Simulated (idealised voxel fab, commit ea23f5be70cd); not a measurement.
process module | voxel transistor to metal
cross-section cut | 295 nm wide | cells 5 nm
A cross-section is a grid of square cells, given in bands from the top down. A band is one or more rows of cells.
Each band's line starts with the height of the band's top and of its bottom, in nm. Then come its materials from left to right, each with its width in nm. One material with "throughout" fills the band from edge to edge. "air" is empty space.
Height 0 is the level under which the wafer as received is all one material. The lowest band goes on downwards, as in "0 down".
A width such as "30 to 40" changes by the same amount from each row of cells to the next, from the band's top row to its bottom row.
"no change" after a step means that no cell of the cross-section changed.
closed voids: empty space of 8 cells or more with no open way to the top, each as width x height at its distance from the left edge, in nm
after a step's settings: what the simulator itself notes on the step
overlay nm, on a step with a mask: how far to the right of its planned place the mask lay; to the left if negative
plan
1 op RECEIVE | material Si
2 op OXIDIZE | depth nm 5
3 op CONFORMAL_DEP | material SiN | thk nm 10
4 op PATTERN | tone cover | mask id ACTIVE | material resist | width nm 110 | pitch nm 130 | thk nm 15 | overlay nm 0
5 op DIRECTIONAL_ETCH | etch materials SiN | depth nm 10
6 op DIRECTIONAL_ETCH | etch materials SiO2 | depth nm 5
7 op DIRECTIONAL_ETCH | etch materials Si | depth nm 35
8 op STRIP | etch materials resist
9 op FILL_DEP | material SiO2 | thk nm 5
10 op CMP | height nm 10
11 op SELECTIVE_ETCH | etch materials SiO2 | depth nm 10
12 op STRIP | etch materials SiN
13 op SELECTIVE_ETCH | etch materials SiO2 | depth nm 5
14 op OXIDIZE | depth nm 5
15 op DIRECTIONAL_DEP | material polySi | thk nm 25
16 op DIRECTIONAL_DEP | material SiCN | thk nm 10
17 op MASKED_ETCH | tone cover | mask id GATE | width nm 30 | pitch nm 130 | etch materials SiCN | depth nm 20 | overlay nm 0
18 op MASKED_ETCH | tone cover | mask id GATE | width nm 30 | pitch nm 130 | etch materials polySi | depth nm 35 | overlay nm 0
19 op CONFORMAL_DEP | material SiN | thk nm 5
20 op DIRECTIONAL_ETCH | etch materials SiN | depth nm 5
21 op DIRECTIONAL_ETCH | etch materials SiO2 | depth nm 5
22 op DIRECTIONAL_ETCH | etch materials Si | depth nm 15
23 op EPI | material nSi | thk nm 15
24 op FILL_DEP | material SiO2 | thk nm 10
25 op CMP | height nm 20
26 op STRIP | etch materials polySi
27 op SELECTIVE_ETCH | etch materials SiO2 | depth nm 5
28 op CONFORMAL_DEP | material HfO2 | thk nm 5
29 op CONFORMAL_DEP | material TiN | thk nm 5
30 op FILL_DEP | material W | thk nm 5
31 op CMP | height nm 15
32 op DIRECTIONAL_DEP | material SiO2 | thk nm 15
33 op PATTERN | tone open | mask id CONTACT | material resist | width nm 15 | thk nm 20 | overlay nm 0
34 op DIRECTIONAL_ETCH | etch materials SiO2 | depth nm 40
35 op STRIP | etch materials resist
36 op CONFORMAL_DEP | material TiN | thk nm 5
37 op FILL_DEP | material Ru | thk nm 10
38 op CMP | height nm 30
39 op DIRECTIONAL_DEP | material TiN | thk nm 5
40 op DIRECTIONAL_DEP | material W | thk nm 15
41 op PATTERN | tone cover | mask id METAL_1 | material resist | width nm 15 | thk nm 20 | overlay nm 0
42 op DIRECTIONAL_ETCH | etch materials W | depth nm 15
43 op DIRECTIONAL_ETCH | etch materials TiN | depth nm 5
44 op STRIP | etch materials resist
45 op CONFORMAL_DEP | material SiCN | thk nm 5
46 op FILL_DEP | material lowk | thk nm 10
47 op CMP | height nm 50
48 op CONFORMAL_DEP | material SiCN | thk nm 5
as received, after step 1
  0 down: Si throughout
  closed voids: none
a wafer at the end: this start, this plan, one mistake
  55 to 50: SiCN throughout
  50 to 35: lowk 30 | SiCN 5 | W 15 | SiCN 5 | lowk 50 | SiCN 5 | W 15 | SiCN 5 | lowk 30 | SiCN 5 | W 15 | SiCN 5 | lowk 50 | SiCN 5 | W 15 | SiCN 5 | lowk 35
  35 to 30: SiCN 35 | TiN 15 | SiCN 60 | TiN 15 | SiCN 40 | TiN 15 | SiCN 60 | TiN 15 | SiCN 40
  30 to 20: Ru 30 | TiN 5 | SiO2 15 | TiN 5 | Ru 50 | TiN 5 | SiO2 15 | TiN 5 | Ru 30 | TiN 5 | SiO2 15 | TiN 5 | Ru 50 | TiN 5 | SiO2 15 | TiN 5 | Ru 35
  20 to 15: Ru 30 | TiN 5 | SiO2 15 | TiN 60 | SiO2 15 | TiN 5 | Ru 30 | TiN 5 | SiO2 15 | TiN 60 | SiO2 15 | TiN 5 | Ru 35
  15 to 5: Ru 30 | TiN 5 | SiO2 15 | TiN 10 | SiN 5 | HfO2 5 | TiN 5 | W 10 | TiN 5 | HfO2 5 | SiN 5 | TiN 10 | SiO2 15 | TiN 5 | Ru 30 | TiN 5 | SiO2 15 | TiN 10 | SiN 5 | HfO2 5 | TiN 5 | W 10 | TiN 5 | HfO2 5 | SiN 5 | TiN 10 | SiO2 15 | TiN 5 | Ru 35
  5 to 0: Ru 30 | TiN 5 | SiO2 10 | nSi 15 | SiN 5 | HfO2 5 | TiN 5 | W 10 | TiN 5 | HfO2 5 | SiN 5 | nSi 15 | SiO2 10 | TiN 5 | Ru 30 | TiN 5 | SiO2 10 | nSi 15 | SiN 5 | HfO2 5 | TiN 5 | W 10 | TiN 5 | HfO2 5 | SiN 5 | nSi 15 | SiO2 10 | TiN 5 | Ru 35
  0 to -5: Ru 30 | TiN 5 | SiO2 10 | nSi 15 | SiN 5 | HfO2 5 | TiN 20 | HfO2 5 | SiN 5 | nSi 15 | SiO2 10 | TiN 5 | Ru 30 | TiN 5 | SiO2 10 | nSi 15 | SiN 5 | HfO2 5 | TiN 20 | HfO2 5 | SiN 5 | nSi 15 | SiO2 10 | TiN 5 | Ru 35
  -5 to -10: TiN 35 | SiO2 10 | nSi 15 | HfO2 40 | nSi 15 | SiO2 10 | TiN 40 | SiO2 10 | nSi 15 | HfO2 40 | nSi 15 | SiO2 10 | TiN 40
  -10 to -25: SiO2 25 | nSi 35 | Si 40 | nSi 35 | SiO2 20 | nSi 35 | Si 40 | nSi 35 | SiO2 30
  -25 to -40: SiO2 25 | Si 110 | SiO2 20 | Si 110 | SiO2 30
  -40 down: Si throughout
  closed voids: none
what went wrong: step 33 ran as: op PATTERN | tone cover | mask id CONTACT | material resist | width nm 15 | thk nm 20 | overlay nm 0
